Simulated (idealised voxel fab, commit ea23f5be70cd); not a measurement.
process module | voxel transistor to metal
cross-section cut | 165 nm wide | cells 5 nm
A cross-section is a grid of square cells, given in bands from the top down. A band is one or more rows of cells.
Each band's line starts with the height of the band's top and of its bottom, in nm. Then come its materials from left to right, each with its width in nm. One material with "throughout" fills the band from edge to edge. "air" is empty space.
Height 0 is the level under which the wafer as received is all one material. The lowest band goes on downwards, as in "0 down".
A width such as "30 to 40" changes by the same amount from each row of cells to the next, from the band's top row to its bottom row.
"no change" after a step means that no cell of the cross-section changed.
closed voids: empty space of 8 cells or more with no open way to the top, each as width x height at its distance from the left edge, in nm
after a step's settings: what the simulator itself notes on the step
overlay nm, on a step with a mask: how far to the right of its planned place the mask lay; to the left if negative
plan
1 op RECEIVE | material Si
2 op CONFORMAL_DEP | material SiO2 | thk nm 5
3 op CONFORMAL_DEP | material SiN | thk nm 10
4 op PATTERN | tone cover | mask id ACTIVE | material resist | width nm 115 | thk nm 20 | overlay nm 0
5 op DIRECTIONAL_ETCH | etch materials SiN | depth nm 10
6 op DIRECTIONAL_ETCH | etch materials SiO2 | depth nm 5
7 op DIRECTIONAL_ETCH | etch materials Si | depth nm 25
8 op STRIP | etch materials resist
9 op FILL_DEP | material SiO2 | thk nm 10
10 op CMP | height nm 15
11 op SELECTIVE_ETCH | etch materials SiO2 | depth nm 10
12 op STRIP | etch materials SiN
13 op SELECTIVE_ETCH | etch materials SiO2 | depth nm 5
14 op OXIDIZE | depth nm 5
15 op DIRECTIONAL_DEP | material polySi | thk nm 25
16 op DIRECTIONAL_DEP | material SiCN | thk nm 15
17 op MASKED_ETCH | tone cover | mask id GATE | width nm 25 | etch materials SiCN | depth nm 25 | overlay nm -10
18 op MASKED_ETCH | tone cover | mask id GATE | width nm 25 | etch materials polySi | depth nm 35 | overlay nm 0
19 op CONFORMAL_DEP | material SiN | thk nm 10
20 op DIRECTIONAL_ETCH | etch materials SiN | depth nm 10
21 op DIRECTIONAL_ETCH | etch materials SiO2 | depth nm 5
22 op DIRECTIONAL_ETCH | etch materials Si | depth nm 15
23 op EPI | material nSi | thk nm 20
24 op FILL_DEP | material SiO2 | thk nm 5
25 op CMP | height nm 25
26 op STRIP | etch materials polySi
27 op SELECTIVE_ETCH | etch materials SiO2 | depth nm 5
28 op CONFORMAL_DEP | material HfO2 | thk nm 5
29 op CONFORMAL_DEP | material TiN | thk nm 5
30 op FILL_DEP | material W | thk nm 5
31 op CMP | height nm 20
32 op DIRECTIONAL_DEP | material SiO2 | thk nm 10
33 op PATTERN | tone open | mask id CONTACT | material resist | width nm 20 | pitch nm 75 | thk nm 20 | overlay nm 0
34 op DIRECTIONAL_ETCH | etch materials SiO2 | depth nm 30
35 op STRIP | etch materials resist
36 op CONFORMAL_DEP | material TiN | thk nm 5
37 op FILL_DEP | material W | thk nm 5
38 op CMP | height nm 30
39 op CONFORMAL_DEP | material SiCN | thk nm 5
40 op DIRECTIONAL_DEP | material lowk | thk nm 20
41 op DIRECTIONAL_DEP | material aC | thk nm 15
42 op PATTERN | tone open | mask id METAL_1 | material resist | width nm 20 | pitch nm 75 | thk nm 30 | overlay nm 0
43 op DIRECTIONAL_ETCH | etch materials aC | depth nm 15
44 op STRIP | etch materials resist
45 op DIRECTIONAL_ETCH | etch materials lowk | depth nm 20
46 op DIRECTIONAL_ETCH | etch materials SiCN | depth nm 5
47 op STRIP | etch materials aC
48 op CONFORMAL_DEP | material TiN | thk nm 5
49 op FILL_DEP | material Cu | thk nm 5
50 op CMP | height nm 55
51 op EPI | material Ru | thk nm 5
52 op FILL_DEP | material SiCN | thk nm 5
53 op DIRECTIONAL_DEP | material lowk | thk nm 30
54 op MASKED_ETCH | tone open | mask id METAL_2 | width nm 20 | pitch nm 75 | etch materials lowk | depth nm 15 | overlay nm 0
55 op MASKED_ETCH | tone open | mask id METAL_2_HOLES | width nm 15 | pitch nm 75 | etch materials lowk | depth nm 15 | overlay nm 0
56 op MASKED_ETCH | tone open | mask id METAL_2_HOLES | width nm 15 | pitch nm 75 | etch materials SiCN | depth nm 5 | overlay nm 0
57 op CONFORMAL_DEP | material TiN | thk nm 5
58 op FILL_DEP | material Cu | thk nm 5
59 op CMP | height nm 95
60 op CONFORMAL_DEP | material SiCN | thk nm 5
varied across the wafers: overlay nm of step 17. The plan shows the first wafer's value. All wafers start alike
first wafer as received, after step 1
  0 down: Si throughout
  closed voids: none
first wafer at the end, after step 60
  100 to 95: SiCN throughout
  95 to 85: lowk 35 | TiN 5 | Cu 10 | TiN 5 | lowk 55 | TiN 5 | Cu 10 | TiN 5 | lowk 35
  85 to 80: lowk 35 | TiN 5 | Cu 5 | TiN 10 | lowk 55 | TiN 5 | Cu 5 | TiN 10 | lowk 35
  80 to 65: lowk 35 | TiN 5 | Cu 5 | TiN 5 | lowk 60 | TiN 5 | Cu 5 | TiN 5 | lowk 40
  65 to 60: SiCN 35 | TiN 15 | SiCN 60 | TiN 15 | SiCN 40
  60 to 55: SiCN 30 | Ru 30 | SiCN 45 | Ru 30 | SiCN 30
  55 to 35: lowk 35 | TiN 5 | Cu 10 | TiN 5 | lowk 55 | TiN 5 | Cu 10 | TiN 5 | lowk 35
  35 to 30: SiCN 35 | TiN 20 | SiCN 55 | TiN 20 | SiCN 35
  30 to 20: SiO2 35 | TiN 5 | W 10 to 5 | TiN 5 to 10 | SiO2 55 | TiN 5 | W 10 | TiN 5 | SiO2 35
  20 to 15: SiO2 35 | TiN 15 | SiN 10 | HfO2 5 | TiN 5 | W 15 | TiN 5 | HfO2 5 | SiN 10 | SiO2 5 | TiN 20 | SiO2 35
  15 to 5: SiO2 30 | nSi 20 | SiN 10 | HfO2 5 | TiN 5 | W 15 | TiN 5 | HfO2 5 | SiN 10 | nSi 20 | TiN 5 | SiO2 35
  5 to 0: SiO2 30 | nSi 20 | SiN 10 | HfO2 5 | TiN 25 | HfO2 5 | SiN 10 | nSi 20 | TiN 5 | SiO2 35
  0 to -5: SiO2 20 | nSi 30 | SiO2 5 | HfO2 45 | SiO2 5 | nSi 40 | SiO2 20
  -5 to -20: SiO2 25 | nSi 25 | Si 55 | nSi 35 | SiO2 25
  -20 to -25: SiO2 25 | Si 115 | SiO2 25
  -25 down: Si throughout
  closed voids: none
last wafer at the end
  100 to 95: SiCN throughout
  95 to 85: lowk 35 | TiN 5 | Cu 10 | TiN 5 | lowk 55 | TiN 5 | Cu 10 | TiN 5 | lowk 35
  85 to 80: lowk 35 | TiN 5 | Cu 5 | TiN 10 | lowk 55 | TiN 5 | Cu 5 | TiN 10 | lowk 35
  80 to 65: lowk 35 | TiN 5 | Cu 5 | TiN 5 | lowk 60 | TiN 5 | Cu 5 | TiN 5 | lowk 40
  65 to 60: SiCN 35 | TiN 15 | SiCN 60 | TiN 15 | SiCN 40
  60 to 55: SiCN 30 | Ru 30 | SiCN 45 | Ru 30 | SiCN 30
  55 to 35: lowk 35 | TiN 5 | Cu 10 | TiN 5 | lowk 55 | TiN 5 | Cu 10 | TiN 5 | lowk 35
  35 to 30: SiCN 35 | TiN 20 | SiCN 55 | TiN 20 | SiCN 35
  30 to 20: SiO2 35 | TiN 5 | W 10 | TiN 5 | SiO2 55 | TiN 5 to 10 | W 10 to 5 | TiN 5 | SiO2 35
  20 to 15: SiO2 35 | TiN 20 | SiO2 5 | SiN 10 | HfO2 5 | TiN 5 | W 15 | TiN 5 | HfO2 5 | SiN 10 | TiN 15 | SiO2 35
  15 to 5: SiO2 35 | TiN 5 | nSi 20 | SiN 10 | HfO2 5 | TiN 5 | W 15 | TiN 5 | HfO2 5 | SiN 10 | nSi 20 | SiO2 30
  5 to 0: SiO2 35 | TiN 5 | nSi 20 | SiN 10 | HfO2 5 | TiN 25 | HfO2 5 | SiN 10 | nSi 20 | SiO2 30
  0 to -5: SiO2 20 | nSi 40 | SiO2 5 | HfO2 45 | SiO2 5 | nSi 30 | SiO2 20
  -5 to -20: SiO2 25 | nSi 35 | Si 55 | nSi 25 | SiO2 25
  -20 to -25: SiO2 25 | Si 115 | SiO2 25
  -25 down: Si throughout
  closed voids: none
each wafer at the end: cells of each material gained (+) or lost (-) since it was received, then its closed voids
overlay nm -10 | +32 Cu | +17 HfO2 | +12 Ru | -109 Si | +106 SiCN | +16 SiN | +154 SiO2 | +86 TiN | +16 W | +256 lowk | +74 nSi | closed voids: none
overlay nm -5 | +32 Cu | +16 HfO2 | +12 Ru | -112 Si | +106 SiCN | +16 SiN | +157 SiO2 | +85 TiN | +14 W | +256 lowk | +78 nSi | closed voids: none
overlay nm 0 | +32 Cu | +15 HfO2 | +12 Ru | -115 Si | +106 SiCN | +16 SiN | +158 SiO2 | +87 TiN | +11 W | +256 lowk | +82 nSi | closed voids: none
overlay nm 5 | +32 Cu | +16 HfO2 | +12 Ru | -112 Si | +106 SiCN | +16 SiN | +157 SiO2 | +85 TiN | +14 W | +256 lowk | +78 nSi | closed voids: none
overlay nm 10 | +32 Cu | +17 HfO2 | +12 Ru | -109 Si | +106 SiCN | +16 SiN | +154 SiO2 | +86 TiN | +16 W | +256 lowk | +74 nSi | closed voids: none
